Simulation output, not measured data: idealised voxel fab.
Process module under the name voxel wiring stack
The figure presents cross-section cut, which has a width of 290 nm and is divided into square cells with an edge length of 5 nm.
A cross-section is a grid of square cells, given in bands from the top down. A band is one or more rows of cells. Band entry format. Leading values: height of top, height of bottom, nm. Remainder: materials in left-to-right order, each with its width in nm. Special words: "all across" on a single material, which then fills the band edge to edge; "empty", empty space. Counting heights begins at 0, where everything beneath is, in the wafer as received, one material. The lowest band has no bottom; it goes on downwards, as "0 -> down" shows. A width given as "30->40" starts at the first number in the band's top row and ends at the second number in its bottom row, shifting by an equal amount at every step from row to row. Step marked "nothing changed"? Then no cell in the cross-section changed in it. If an empty space has no open way to the top and is at least 8 cells in size, "Listed closed voids" lists it, written width x height at distance, where distance is measured from the left edge and every value is in nm. Past the settings on a step's line: simulator remark, on that step. On any step carrying a mask, the "overlay nm" setting, if present on the step's line, tells how far right of its planned place the mask lay; negative values point to the left.

**This section lists the process steps that were planned**
1: RECEIVE, material Si
2: CONFORMAL_DEP, material SiO2, thk nm 15
3: CONFORMAL_DEP, material SiCN, thk nm 5
4: DIRECTIONAL_DEP, material lowk, thk nm 20
5: DIRECTIONAL_DEP, material aC, thk nm 10
6: PATTERN, tone open, mask id METAL_1, material resist, width nm 30, pitch nm 45, thk nm 25, overlay nm 0
7: DIRECTIONAL_ETCH, etch materials aC, depth nm 10
8: STRIP, etch materials resist
9: DIRECTIONAL_ETCH, etch materials lowk, depth nm 20
10: DIRECTIONAL_ETCH, etch materials SiCN, depth nm 5
11: STRIP, etch materials aC
12: CONFORMAL_DEP, material TiN, thk nm 5
13: FILL_DEP, material Cu, thk nm 10
14: CMP, height nm 40
15: CONFORMAL_DEP, material SiCN, thk nm 5
16: DIRECTIONAL_DEP, material SiO2, thk nm 15
17: PATTERN, tone open, mask id PLUG_1, material resist, width nm 15, pitch nm 45, thk nm 15, overlay nm 0
18: DIRECTIONAL_ETCH, etch materials SiO2, depth nm 15
19: DIRECTIONAL_ETCH, etch materials SiCN, depth nm 5
20: STRIP, etch materials resist
21: EPI, material Ru, thk nm 10
22: EPI, material Ru, thk nm 10
23: CONFORMAL_DEP, material SiCN, thk nm 5
24: DIRECTIONAL_DEP, material lowk, thk nm 20
25: MASKED_ETCH, tone open, mask id METAL_2, width nm 30, pitch nm 45, etch materials lowk, depth nm 20, overlay nm 0
26: MASKED_ETCH, tone open, mask id METAL_2, width nm 30, pitch nm 45, etch materials SiCN, depth nm 5, overlay nm 0
27: CONFORMAL_DEP, material TiN, thk nm 5
28: FILL_DEP, material W, thk nm 10
29: CMP, height nm 85
30: CONFORMAL_DEP, material SiCN, thk nm 5
31: DIRECTIONAL_DEP, material lowk, thk nm 25
32: PATTERN, tone open, mask id METAL_3_HOLES, material resist, width nm 15, pitch nm 90, thk nm 15, overlay nm 0
33: DIRECTIONAL_ETCH, etch materials lowk, depth nm 25
34: STRIP, etch materials resist
35: DIRECTIONAL_DEP, material aC, thk nm 15
36: PATTERN, tone open, mask id METAL_3, material resist, width nm 30, pitch nm 45, thk nm 35, overlay nm 0
37: DIRECTIONAL_ETCH, etch materials aC, depth nm 15
38: STRIP, etch materials resist
39: DIRECTIONAL_ETCH, etch materials lowk, depth nm 15
40: DIRECTIONAL_ETCH, etch materials SiCN, depth nm 5
41: STRIP, etch materials aC
42: CONFORMAL_DEP, material TiN, thk nm 5
43: FILL_DEP, material Cu, thk nm 5
44: CMP, height nm 115
45: CONFORMAL_DEP, material SiCN, thk nm 5

**On the first of the two wafers: run conducted according to plan**

**This is the cross-section of the wafer as we received it, i.e. after step 1**
	0 -> down | Si all across
	Listed closed voids: none

**Cross-sectional representation of the wafer at the conclusion of step 2**
	15 -> 0 | SiO2 all across
	Everything below 0 is unchanged.

**Cross-sectional representation of the wafer at the conclusion of step 3**
	20 -> 15 | SiCN all across
	Everything below 15 is unchanged.

**Cross-sectional representation of the wafer at the conclusion of step 4**
	40 -> 20 | lowk all across
	Everything below 20 is unchanged.

**Cross-sectional representation of the wafer at the conclusion of step 5**
	50 -> 40 | aC all across
	Everything below 40 is unchanged.

**Cross-sectional representation of the wafer at the conclusion of step 6**
	75 -> 50 | resist (60) | empty (30) | resist (15) | empty (30) | resist (15) | empty (30) | resist (15) | empty (30) | resist (65)
	Everything below 50 is unchanged.

**Cross-sectional representation of the wafer at the conclusion of step 7**
	65 -> 50 | resist (60) | empty (30) | resist (15) | empty (30) | resist (15) | empty (30) | resist (15) | empty (30) | resist (65)
	50 -> 40 | aC (60) | empty (30) | aC (15) | empty (30) | aC (15) | empty (30) | aC (15) | empty (30) | aC (65)
	Everything below 40 is unchanged.

**Cross-sectional representation of the wafer at the conclusion of step 8**
	50 -> 40 | aC (60) | empty (30) | aC (15) | empty (30) | aC (15) | empty (30) | aC (15) | empty (30) | aC (65)
	Everything below 40 is unchanged.

**Cross-sectional representation of the wafer at the conclusion of step 9**
	50 -> 40 | aC (60) | empty (30) | aC (15) | empty (30) | aC (15) | empty (30) | aC (15) | empty (30) | aC (65)
	40 -> 20 | lowk (60) | empty (30) | lowk (15) | empty (30) | lowk (15) | empty (30) | lowk (15) | empty (30) | lowk (65)
	Everything below 20 is unchanged.

**Cross-sectional representation of the wafer at the conclusion of step 10**
	50 -> 40 | aC (60) | empty (30) | aC (15) | empty (30) | aC (15) | empty (30) | aC (15) | empty (30) | aC (65)
	40 -> 20 | lowk (60) | empty (30) | lowk (15) | empty (30) | lowk (15) | empty (30) | lowk (15) | empty (30) | lowk (65)
	20 -> 15 | SiCN (60) | empty (30) | SiCN (15) | empty (30) | SiCN (15) | empty (30) | SiCN (15) | empty (30) | SiCN (65)
	Everything below 15 is unchanged.

**Cross-sectional representation of the wafer at the conclusion of step 11**
	40 -> 20 | lowk (60) | empty (30) | lowk (15) | empty (30) | lowk (15) | empty (30) | lowk (15) | empty (30) | lowk (65)
	Everything below 20 is unchanged.

**Cross-sectional representation of the wafer at the conclusion of step 12**
	45 -> 40 | TiN (65) | empty (20) | TiN (25) | empty (20) | TiN (25) | empty (20) | TiN (25) | empty (20) | TiN (70)
	40 -> 20 | lowk (60) | TiN (5) | empty (20) | TiN (5) | lowk (15) | TiN (5) | empty (20) | TiN (5) | lowk (15) | TiN (5) | empty (20) | TiN (5) | lowk (15) | TiN (5) | empty (20) | TiN (5) | lowk (65)
	20 -> 15 | SiCN (60) | TiN (30) | SiCN (15) | TiN (30) | SiCN (15) | TiN (30) | SiCN (15) | TiN (30) | SiCN (65)
	Everything below 15 is unchanged.

**Cross-sectional representation of the wafer at the conclusion of step 13**
	55 -> 45 | Cu all across
	45 -> 40 | TiN (65) | Cu (20) | TiN (25) | Cu (20) | TiN (25) | Cu (20) | TiN (25) | Cu (20) | TiN (70)
	40 -> 20 | lowk (60) | TiN (5) | Cu (20) | TiN (5) | lowk (15) | TiN (5) | Cu (20) | TiN (5) | lowk (15) | TiN (5) | Cu (20) | TiN (5) | lowk (15) | TiN (5) | Cu (20) | TiN (5) | lowk (65)
	Everything below 20 is unchanged.

**Cross-sectional representation of the wafer at the conclusion of step 14**
	40 -> 20 | lowk (60) | TiN (5) | Cu (20) | TiN (5) | lowk (15) | TiN (5) | Cu (20) | TiN (5) | lowk (15) | TiN (5) | Cu (20) | TiN (5) | lowk (15) | TiN (5) | Cu (20) | TiN (5) | lowk (65)
	Everything below 20 is unchanged.

**Cross-sectional representation of the wafer at the conclusion of step 15**
	45 -> 40 | SiCN all across
	Everything below 40 is unchanged.

**Cross-sectional representation of the wafer at the conclusion of step 16**
	60 -> 45 | SiO2 all across
	Everything below 45 is unchanged.

**Cross-sectional representation of the wafer at the conclusion of step 17**
	75 -> 60 | resist (60) | empty (15) | resist (30) | empty (15) | resist (30) | empty (15) | resist (30) | empty (15) | resist (80)
	Everything below 60 is unchanged.

**Cross-sectional representation of the wafer at the conclusion of step 18**
	75 -> 60 | resist (60) | empty (15) | resist (30) | empty (15) | resist (30) | empty (15) | resist (30) | empty (15) | resist (80)
	60 -> 45 | SiO2 (60) | empty (15) | SiO2 (30) | empty (15) | SiO2 (30) | empty (15) | SiO2 (30) | empty (15) | SiO2 (80)
	Everything below 45 is unchanged.

**Cross-sectional representation of the wafer at the conclusion of step 19**
	75 -> 60 | resist (60) | empty (15) | resist (30) | empty (15) | resist (30) | empty (15) | resist (30) | empty (15) | resist (80)
	60 -> 45 | SiO2 (60) | empty (15) | SiO2 (30) | empty (15) | SiO2 (30) | empty (15) | SiO2 (30) | empty (15) | SiO2 (80)
	45 -> 40 | SiCN (60) | empty (15) | SiCN (30) | empty (15) | SiCN (30) | empty (15) | SiCN (30) | empty (15) | SiCN (80)
	Everything below 40 is unchanged.

**Cross-sectional representation of the wafer at the conclusion of step 20**
	60 -> 45 | SiO2 (60) | empty (15) | SiO2 (30) | empty (15) | SiO2 (30) | empty (15) | SiO2 (30) | empty (15) | SiO2 (80)
	Everything below 45 is unchanged.

**Cross-sectional representation of the wafer at the conclusion of step 21**
	60 -> 50 | SiO2 (60) | empty (15) | SiO2 (30) | empty (15) | SiO2 (30) | empty (15) | SiO2 (30) | empty (15) | SiO2 (80)
	50 -> 45 | SiO2 (60) | Ru (15) | SiO2 (30) | Ru (15) | SiO2 (30) | Ru (15) | SiO2 (30) | Ru (15) | SiO2 (80)
	45 -> 40 | SiCN (60) | Ru (15) | SiCN (30) | Ru (15) | SiCN (30) | Ru (15) | SiCN (30) | Ru (15) | SiCN (80)
	Everything below 40 is unchanged.

**Cross-sectional representation of the wafer at the conclusion of step 22**
	60 -> 45 | SiO2 (60) | Ru (15) | SiO2 (30) | Ru (15) | SiO2 (30) | Ru (15) | SiO2 (30) | Ru (15) | SiO2 (80)
	Everything below 45 is unchanged.

**Cross-sectional representation of the wafer at the conclusion of step 23**
	65 -> 60 | SiCN all across
	Everything below 60 is unchanged.

**Cross-sectional representation of the wafer at the conclusion of step 24**
	85 -> 65 | lowk all across
	Everything below 65 is unchanged.

**Cross-sectional representation of the wafer at the conclusion of step 25**
	85 -> 65 | lowk (60) | empty (30) | lowk (15) | empty (30) | lowk (15) | empty (30) | lowk (15) | empty (30) | lowk (65)
	Everything below 65 is unchanged.

**Cross-sectional representation of the wafer at the conclusion of step 26**
	85 -> 65 | lowk (60) | empty (30) | lowk (15) | empty (30) | lowk (15) | empty (30) | lowk (15) | empty (30) | lowk (65)
	65 -> 60 | SiCN (60) | empty (30) | SiCN (15) | empty (30) | SiCN (15) | empty (30) | SiCN (15) | empty (30) | SiCN (65)
	Everything below 60 is unchanged.

**Cross-sectional representation of the wafer at the conclusion of step 27**
	90 -> 85 | TiN (65) | empty (20) | TiN (25) | empty (20) | TiN (25) | empty (20) | TiN (25) | empty (20) | TiN (70)
	85 -> 65 | lowk (60) | TiN (5) | empty (20) | TiN (5) | lowk (15) | TiN (5) | empty (20) | TiN (5) | lowk (15) | TiN (5) | empty (20) | TiN (5) | lowk (15) | TiN (5) | empty (20) | TiN (5) | lowk (65)
	65 -> 60 | SiCN (60) | TiN (30) | SiCN (15) | TiN (30) | SiCN (15) | TiN (30) | SiCN (15) | TiN (30) | SiCN (65)
	Everything below 60 is unchanged.

**Cross-sectional representation of the wafer at the conclusion of step 28**
	100 -> 90 | W all across
	90 -> 85 | TiN (65) | W (20) | TiN (25) | W (20) | TiN (25) | W (20) | TiN (25) | W (20) | TiN (70)
	85 -> 65 | lowk (60) | TiN (5) | W (20) | TiN (5) | lowk (15) | TiN (5) | W (20) | TiN (5) | lowk (15) | TiN (5) | W (20) | TiN (5) | lowk (15) | TiN (5) | W (20) | TiN (5) | lowk (65)
	Everything below 65 is unchanged.

**Cross-sectional representation of the wafer at the conclusion of step 29**
	85 -> 65 | lowk (60) | TiN (5) | W (20) | TiN (5) | lowk (15) | TiN (5) | W (20) | TiN (5) | lowk (15) | TiN (5) | W (20) | TiN (5) | lowk (15) | TiN (5) | W (20) | TiN (5) | lowk (65)
	Everything below 65 is unchanged.

**Cross-sectional representation of the wafer at the conclusion of step 30**
	90 -> 85 | SiCN all across
	Everything below 85 is unchanged.

**Cross-sectional representation of the wafer at the conclusion of step 31**
	115 -> 90 | lowk all across
	Everything below 90 is unchanged.

**Cross-sectional representation of the wafer at the conclusion of step 32**
	130 -> 115 | resist (60) | empty (15) | resist (75) | empty (15) | resist (125)
	Everything below 115 is unchanged.

**Cross-sectional representation of the wafer at the conclusion of step 33**
	130 -> 115 | resist (60) | empty (15) | resist (75) | empty (15) | resist (125)
	115 -> 90 | lowk (60) | empty (15) | lowk (75) | empty (15) | lowk (125)
	Everything below 90 is unchanged.

**Cross-sectional representation of the wafer at the conclusion of step 34**
	115 -> 90 | lowk (60) | empty (15) | lowk (75) | empty (15) | lowk (125)
	Everything below 90 is unchanged.

**Cross-sectional representation of the wafer at the conclusion of step 35**
	130 -> 115 | aC (60) | empty (15) | aC (75) | empty (15) | aC (125)
	115 -> 105 | lowk (60) | empty (15) | lowk (75) | empty (15) | lowk (125)
	105 -> 90 | lowk (60) | aC (15) | lowk (75) | aC (15) | lowk (125)
	Everything below 90 is unchanged.

**Cross-sectional representation of the wafer at the conclusion of step 36**
	165 -> 130 | resist (60) | empty (30) | resist (15) | empty (30) | resist (15) | empty (30) | resist (15) | empty (30) | resist (65)
	Everything below 130 is unchanged.

**Cross-sectional representation of the wafer at the conclusion of step 37**
	150 -> 130 | resist (60) | empty (30) | resist (15) | empty (30) | resist (15) | empty (30) | resist (15) | empty (30) | resist (65)
	130 -> 115 | aC (60) | empty (30) | aC (15) | empty (30) | aC (15) | empty (30) | aC (15) | empty (30) | aC (65)
	115 -> 90 | lowk (60) | empty (15) | lowk (75) | empty (15) | lowk (125)
	Everything below 90 is unchanged.

**Cross-sectional representation of the wafer at the conclusion of step 38**
	130 -> 115 | aC (60) | empty (30) | aC (15) | empty (30) | aC (15) | empty (30) | aC (15) | empty (30) | aC (65)
	Everything below 115 is unchanged.

**Cross-sectional representation of the wafer at the conclusion of step 39**
	130 -> 115 | aC (60) | empty (30) | aC (15) | empty (30) | aC (15) | empty (30) | aC (15) | empty (30) | aC (65)
	115 -> 100 | lowk (60) | empty (30) | lowk (15) | empty (30) | lowk (15) | empty (30) | lowk (15) | empty (30) | lowk (65)
	Everything below 100 is unchanged.

**Cross-sectional representation of the wafer at the conclusion of step 40**
	130 -> 115 | aC (60) | empty (30) | aC (15) | empty (30) | aC (15) | empty (30) | aC (15) | empty (30) | aC (65)
	115 -> 100 | lowk (60) | empty (30) | lowk (15) | empty (30) | lowk (15) | empty (30) | lowk (15) | empty (30) | lowk (65)
	100 -> 90 | lowk (60) | empty (15) | lowk (75) | empty (15) | lowk (125)
	90 -> 85 | SiCN (60) | empty (15) | SiCN (75) | empty (15) | SiCN (125)
	Everything below 85 is unchanged.

**Cross-sectional representation of the wafer at the conclusion of step 41**
	115 -> 100 | lowk (60) | empty (30) | lowk (15) | empty (30) | lowk (15) | empty (30) | lowk (15) | empty (30) | lowk (65)
	Everything below 100 is unchanged.

**Cross-sectional representation of the wafer at the conclusion of step 42**
	120 -> 115 | TiN (65) | empty (20) | TiN (25) | empty (20) | TiN (25) | empty (20) | TiN (25) | empty (20) | TiN (70)
	115 -> 105 | lowk (60) | TiN (5) | empty (20) | TiN (5) | lowk (15) | TiN (5) | empty (20) | TiN (5) | lowk (15) | TiN (5) | empty (20) | TiN (5) | lowk (15) | TiN (5) | empty (20) | TiN (5) | lowk (65)
	105 -> 100 | lowk (60) | TiN (5) | empty (5) | TiN (20) | lowk (15) | TiN (30) | lowk (15) | TiN (5) | empty (5) | TiN (20) | lowk (15) | TiN (30) | lowk (65)
	100 -> 90 | lowk (60) | TiN (5) | empty (5) | TiN (5) | lowk (75) | TiN (5) | empty (5) | TiN (5) | lowk (125)
	90 -> 85 | SiCN (60) | TiN (15) | SiCN (75) | TiN (15) | SiCN (125)
	Everything below 85 is unchanged.

**Cross-sectional representation of the wafer at the conclusion of step 43**
	125 -> 120 | Cu all across
	120 -> 115 | TiN (65) | Cu (20) | TiN (25) | Cu (20) | TiN (25) | Cu (20) | TiN (25) | Cu (20) | TiN (70)
	115 -> 105 | lowk (60) | TiN (5) | Cu (20) | TiN (5) | lowk (15) | TiN (5) | Cu (20) | TiN (5) | lowk (15) | TiN (5) | Cu (20) | TiN (5) | lowk (15) | TiN (5) | Cu (20) | TiN (5) | lowk (65)
	105 -> 100 | lowk (60) | TiN (5) | Cu (5) | TiN (20) | lowk (15) | TiN (30) | lowk (15) | TiN (5) | Cu (5) | TiN (20) | lowk (15) | TiN (30) | lowk (65)
	100 -> 90 | lowk (60) | TiN (5) | Cu (5) | TiN (5) | lowk (75) | TiN (5) | Cu (5) | TiN (5) | lowk (125)
	Everything below 90 is unchanged.

**Cross-sectional representation of the wafer at the conclusion of step 44**
	115 -> 105 | lowk (60) | TiN (5) | Cu (20) | TiN (5) | lowk (15) | TiN (5) | Cu (20) | TiN (5) | lowk (15) | TiN (5) | Cu (20) | TiN (5) | lowk (15) | TiN (5) | Cu (20) | TiN (5) | lowk (65)
	Everything below 105 is unchanged.

**Cross-sectional representation of the wafer at the conclusion of step 45**
	120 -> 115 | SiCN all across
	Everything below 115 is unchanged.

**Wafer two of two - same starting point, same process plan, one mistake in execution; matches wafer one up to and including step 1**

Second wafer, cut view, end of step 2 per plan: nothing changed

**Second wafer, cut view, end of step 3 per plan**
	5 -> 0 | SiCN all across
	Everything below 0 is unchanged.

**Second wafer, cut view, end of step 4 per plan**
	25 -> 5 | lowk all across
	Everything below 5 is unchanged.

**Second wafer, cut view, end of step 5 per plan**
	35 -> 25 | aC all across
	Everything below 25 is unchanged.

**Second wafer, cut view, end of step 6 per plan**
	60 -> 35 | resist (60) | empty (30) | resist (15) | empty (30) | resist (15) | empty (30) | resist (15) | empty (30) | resist (65)
	Everything below 35 is unchanged.

**Second wafer, cut view, end of step 7 per plan**
	50 -> 35 | resist (60) | empty (30) | resist (15) | empty (30) | resist (15) | empty (30) | resist (15) | empty (30) | resist (65)
	35 -> 25 | aC (60) | empty (30) | aC (15) | empty (30) | aC (15) | empty (30) | aC (15) | empty (30) | aC (65)
	Everything below 25 is unchanged.

**Second wafer, cut view, end of step 8 per plan**
	35 -> 25 | aC (60) | empty (30) | aC (15) | empty (30) | aC (15) | empty (30) | aC (15) | empty (30) | aC (65)
	Everything below 25 is unchanged.

**Second wafer, cut view, end of step 9 per plan**
	35 -> 25 | aC (60) | empty (30) | aC (15) | empty (30) | aC (15) | empty (30) | aC (15) | empty (30) | aC (65)
	25 -> 5 | lowk (60) | empty (30) | lowk (15) | empty (30) | lowk (15) | empty (30) | lowk (15) | empty (30) | lowk (65)
	Everything below 5 is unchanged.

**Second wafer, cut view, end of step 10 per plan**
	35 -> 25 | aC (60) | empty (30) | aC (15) | empty (30) | aC (15) | empty (30) | aC (15) | empty (30) | aC (65)
	25 -> 5 | lowk (60) | empty (30) | lowk (15) | empty (30) | lowk (15) | empty (30) | lowk (15) | empty (30) | lowk (65)
	5 -> 0 | SiCN (60) | empty (30) | SiCN (15) | empty (30) | SiCN (15) | empty (30) | SiCN (15) | empty (30) | SiCN (65)
	Everything below 0 is unchanged.

**Second wafer, cut view, end of step 11 per plan**
	25 -> 5 | lowk (60) | empty (30) | lowk (15) | empty (30) | lowk (15) | empty (30) | lowk (15) | empty (30) | lowk (65)
	Everything below 5 is unchanged.

**Second wafer, cut view, end of step 12 per plan**
	30 -> 25 | TiN (65) | empty (20) | TiN (25) | empty (20) | TiN (25) | empty (20) | TiN (25) | empty (20) | TiN (70)
	25 -> 5 | lowk (60) | TiN (5) | empty (20) | TiN (5) | lowk (15) | TiN (5) | empty (20) | TiN (5) | lowk (15) | TiN (5) | empty (20) | TiN (5) | lowk (15) | TiN (5) | empty (20) | TiN (5) | lowk (65)
	5 -> 0 | SiCN (60) | TiN (30) | SiCN (15) | TiN (30) | SiCN (15) | TiN (30) | SiCN (15) | TiN (30) | SiCN (65)
	Everything below 0 is unchanged.

**Second wafer, cut view, end of step 13 per plan**
	40 -> 30 | Cu all across
	30 -> 25 | TiN (65) | Cu (20) | TiN (25) | Cu (20) | TiN (25) | Cu (20) | TiN (25) | Cu (20) | TiN (70)
	25 -> 5 | lowk (60) | TiN (5) | Cu (20) | TiN (5) | lowk (15) | TiN (5) | Cu (20) | TiN (5) | lowk (15) | TiN (5) | Cu (20) | TiN (5) | lowk (15) | TiN (5) | Cu (20) | TiN (5) | lowk (65)
	Everything below 5 is unchanged.

Second wafer, cut view, end of step 14 per plan: nothing changed

**Second wafer, cut view, end of step 15 per plan**
	45 -> 40 | SiCN all across
	Everything below 40 is unchanged.

**Second wafer, cut view, end of step 16 per plan**
	60 -> 45 | SiO2 all across
	Everything below 45 is unchanged.

**Second wafer, cut view, end of step 17 per plan**
	75 -> 60 | resist (60) | empty (15) | resist (30) | empty (15) | resist (30) | empty (15) | resist (30) | empty (15) | resist (80)
	Everything below 60 is unchanged.

**Second wafer, cut view, end of step 18 per plan**
	75 -> 60 | resist (60) | empty (15) | resist (30) | empty (15) | resist (30) | empty (15) | resist (30) | empty (15) | resist (80)
	60 -> 45 | SiO2 (60) | empty (15) | SiO2 (30) | empty (15) | SiO2 (30) | empty (15) | SiO2 (30) | empty (15) | SiO2 (80)
	Everything below 45 is unchanged.

**Second wafer, cut view, end of step 19 per plan**
	75 -> 60 | resist (60) | empty (15) | resist (30) | empty (15) | resist (30) | empty (15) | resist (30) | empty (15) | resist (80)
	60 -> 45 | SiO2 (60) | empty (15) | SiO2 (30) | empty (15) | SiO2 (30) | empty (15) | SiO2 (30) | empty (15) | SiO2 (80)
	45 -> 40 | SiCN (60) | empty (15) | SiCN (30) | empty (15) | SiCN (30) | empty (15) | SiCN (30) | empty (15) | SiCN (80)
	Everything below 40 is unchanged.

**Second wafer, cut view, end of step 20 per plan**
	60 -> 45 | SiO2 (60) | empty (15) | SiO2 (30) | empty (15) | SiO2 (30) | empty (15) | SiO2 (30) | empty (15) | SiO2 (80)
	Everything below 45 is unchanged.

**Second wafer, cut view, end of step 21 per plan**
	60 -> 50 | SiO2 (60) | empty (15) | SiO2 (30) | empty (15) | SiO2 (30) | empty (15) | SiO2 (30) | empty (15) | SiO2 (80)
	50 -> 45 | SiO2 (60) | Ru (15) | SiO2 (30) | Ru (15) | SiO2 (30) | Ru (15) | SiO2 (30) | Ru (15) | SiO2 (80)
	45 -> 40 | SiCN (60) | Ru (15) | SiCN (30) | Ru (15) | SiCN (30) | Ru (15) | SiCN (30) | Ru (15) | SiCN (80)
	Everything below 40 is unchanged.

**Second wafer, cut view, end of step 22 per plan**
	60 -> 45 | SiO2 (60) | Ru (15) | SiO2 (30) | Ru (15) | SiO2 (30) | Ru (15) | SiO2 (30) | Ru (15) | SiO2 (80)
	Everything below 45 is unchanged.

**Second wafer, cut view, end of step 23 per plan**
	65 -> 60 | SiCN all across
	Everything below 60 is unchanged.

**Second wafer, cut view, end of step 24 per plan**
	85 -> 65 | lowk all across
	Everything below 65 is unchanged.

**Second wafer, cut view, end of step 25 per plan**
	85 -> 65 | lowk (60) | empty (30) | lowk (15) | empty (30) | lowk (15) | empty (30) | lowk (15) | empty (30) | lowk (65)
	Everything below 65 is unchanged.

**Second wafer, cut view, end of step 26 per plan**
	85 -> 65 | lowk (60) | empty (30) | lowk (15) | empty (30) | lowk (15) | empty (30) | lowk (15) | empty (30) | lowk (65)
	65 -> 60 | SiCN (60) | empty (30) | SiCN (15) | empty (30) | SiCN (15) | empty (30) | SiCN (15) | empty (30) | SiCN (65)
	Everything below 60 is unchanged.

**Second wafer, cut view, end of step 27 per plan**
	90 -> 85 | TiN (65) | empty (20) | TiN (25) | empty (20) | TiN (25) | empty (20) | TiN (25) | empty (20) | TiN (70)
	85 -> 65 | lowk (60) | TiN (5) | empty (20) | TiN (5) | lowk (15) | TiN (5) | empty (20) | TiN (5) | lowk (15) | TiN (5) | empty (20) | TiN (5) | lowk (15) | TiN (5) | empty (20) | TiN (5) | lowk (65)
	65 -> 60 | SiCN (60) | TiN (30) | SiCN (15) | TiN (30) | SiCN (15) | TiN (30) | SiCN (15) | TiN (30) | SiCN (65)
	Everything below 60 is unchanged.

**Second wafer, cut view, end of step 28 per plan**
	100 -> 90 | W all across
	90 -> 85 | TiN (65) | W (20) | TiN (25) | W (20) | TiN (25) | W (20) | TiN (25) | W (20) | TiN (70)
	85 -> 65 | lowk (60) | TiN (5) | W (20) | TiN (5) | lowk (15) | TiN (5) | W (20) | TiN (5) | lowk (15) | TiN (5) | W (20) | TiN (5) | lowk (15) | TiN (5) | W (20) | TiN (5) | lowk (65)
	Everything below 65 is unchanged.

**Second wafer, cut view, end of step 29 per plan**
	85 -> 65 | lowk (60) | TiN (5) | W (20) | TiN (5) | lowk (15) | TiN (5) | W (20) | TiN (5) | lowk (15) | TiN (5) | W (20) | TiN (5) | lowk (15) | TiN (5) | W (20) | TiN (5) | lowk (65)
	Everything below 65 is unchanged.

**Second wafer, cut view, end of step 30 per plan**
	90 -> 85 | SiCN all across
	Everything below 85 is unchanged.

**Second wafer, cut view, end of step 31 per plan**
	115 -> 90 | lowk all across
	Everything below 90 is unchanged.

**Second wafer, cut view, end of step 32 per plan**
	130 -> 115 | resist (60) | empty (15) | resist (75) | empty (15) | resist (125)
	Everything below 115 is unchanged.

**Second wafer, cut view, end of step 33 per plan**
	130 -> 115 | resist (60) | empty (15) | resist (75) | empty (15) | resist (125)
	115 -> 90 | lowk (60) | empty (15) | lowk (75) | empty (15) | lowk (125)
	Everything below 90 is unchanged.

**Second wafer, cut view, end of step 34 per plan**
	115 -> 90 | lowk (60) | empty (15) | lowk (75) | empty (15) | lowk (125)
	Everything below 90 is unchanged.

**Second wafer, cut view, end of step 35 per plan**
	130 -> 115 | aC (60) | empty (15) | aC (75) | empty (15) | aC (125)
	115 -> 105 | lowk (60) | empty (15) | lowk (75) | empty (15) | lowk (125)
	105 -> 90 | lowk (60) | aC (15) | lowk (75) | aC (15) | lowk (125)
	Everything below 90 is unchanged.

**Second wafer, cut view, end of step 36 per plan**
	165 -> 130 | resist (60) | empty (30) | resist (15) | empty (30) | resist (15) | empty (30) | resist (15) | empty (30) | resist (65)
	Everything below 130 is unchanged.

**Second wafer, cut view, end of step 37 per plan**
	150 -> 130 | resist (60) | empty (30) | resist (15) | empty (30) | resist (15) | empty (30) | resist (15) | empty (30) | resist (65)
	130 -> 115 | aC (60) | empty (30) | aC (15) | empty (30) | aC (15) | empty (30) | aC (15) | empty (30) | aC (65)
	115 -> 90 | lowk (60) | empty (15) | lowk (75) | empty (15) | lowk (125)
	Everything below 90 is unchanged.

**Second wafer, cut view, end of step 38 per plan**
	130 -> 115 | aC (60) | empty (30) | aC (15) | empty (30) | aC (15) | empty (30) | aC (15) | empty (30) | aC (65)
	Everything below 115 is unchanged.

**Second wafer, cut view, end of step 39 per plan**
	130 -> 115 | aC (60) | empty (30) | aC (15) | empty (30) | aC (15) | empty (30) | aC (15) | empty (30) | aC (65)
	115 -> 100 | lowk (60) | empty (30) | lowk (15) | empty (30) | lowk (15) | empty (30) | lowk (15) | empty (30) | lowk (65)
	Everything below 100 is unchanged.

**Second wafer, cut view, end of step 40 per plan**
	130 -> 115 | aC (60) | empty (30) | aC (15) | empty (30) | aC (15) | empty (30) | aC (15) | empty (30) | aC (65)
	115 -> 100 | lowk (60) | empty (30) | lowk (15) | empty (30) | lowk (15) | empty (30) | lowk (15) | empty (30) | lowk (65)
	100 -> 90 | lowk (60) | empty (15) | lowk (75) | empty (15) | lowk (125)
	90 -> 85 | SiCN (60) | empty (15) | SiCN (75) | empty (15) | SiCN (125)
	Everything below 85 is unchanged.

**Second wafer, cut view, end of step 41 per plan**
	115 -> 100 | lowk (60) | empty (30) | lowk (15) | empty (30) | lowk (15) | empty (30) | lowk (15) | empty (30) | lowk (65)
	Everything below 100 is unchanged.

**Second wafer, cut view, end of step 42 per plan**
	120 -> 115 | TiN (65) | empty (20) | TiN (25) | empty (20) | TiN (25) | empty (20) | TiN (25) | empty (20) | TiN (70)
	115 -> 105 | lowk (60) | TiN (5) | empty (20) | TiN (5) | lowk (15) | TiN (5) | empty (20) | TiN (5) | lowk (15) | TiN (5) | empty (20) | TiN (5) | lowk (15) | TiN (5) | empty (20) | TiN (5) | lowk (65)
	105 -> 100 | lowk (60) | TiN (5) | empty (5) | TiN (20) | lowk (15) | TiN (30) | lowk (15) | TiN (5) | empty (5) | TiN (20) | lowk (15) | TiN (30) | lowk (65)
	100 -> 90 | lowk (60) | TiN (5) | empty (5) | TiN (5) | lowk (75) | TiN (5) | empty (5) | TiN (5) | lowk (125)
	90 -> 85 | SiCN (60) | TiN (15) | SiCN (75) | TiN (15) | SiCN (125)
	Everything below 85 is unchanged.

**Second wafer, cut view, end of step 43 per plan**
	125 -> 120 | Cu all across
	120 -> 115 | TiN (65) | Cu (20) | TiN (25) | Cu (20) | TiN (25) | Cu (20) | TiN (25) | Cu (20) | TiN (70)
	115 -> 105 | lowk (60) | TiN (5) | Cu (20) | TiN (5) | lowk (15) | TiN (5) | Cu (20) | TiN (5) | lowk (15) | TiN (5) | Cu (20) | TiN (5) | lowk (15) | TiN (5) | Cu (20) | TiN (5) | lowk (65)
	105 -> 100 | lowk (60) | TiN (5) | Cu (5) | TiN (20) | lowk (15) | TiN (30) | lowk (15) | TiN (5) | Cu (5) | TiN (20) | lowk (15) | TiN (30) | lowk (65)
	100 -> 90 | lowk (60) | TiN (5) | Cu (5) | TiN (5) | lowk (75) | TiN (5) | Cu (5) | TiN (5) | lowk (125)
	Everything below 90 is unchanged.

**Second wafer, cut view, end of step 44 per plan**
	115 -> 105 | lowk (60) | TiN (5) | Cu (20) | TiN (5) | lowk (15) | TiN (5) | Cu (20) | TiN (5) | lowk (15) | TiN (5) | Cu (20) | TiN (5) | lowk (15) | TiN (5) | Cu (20) | TiN (5) | lowk (65)
	Everything below 105 is unchanged.

**Second wafer, cut view, end of step 45 per plan**
	120 -> 115 | SiCN all across
	Everything below 115 is unchanged.
Against the plan, the run slipped here: plan step 2 was not performed, having been skipped
Count the cells at the end and the second wafer has more or fewer of some materials than the first: Cu +132, SiO2 -174, TiN +42
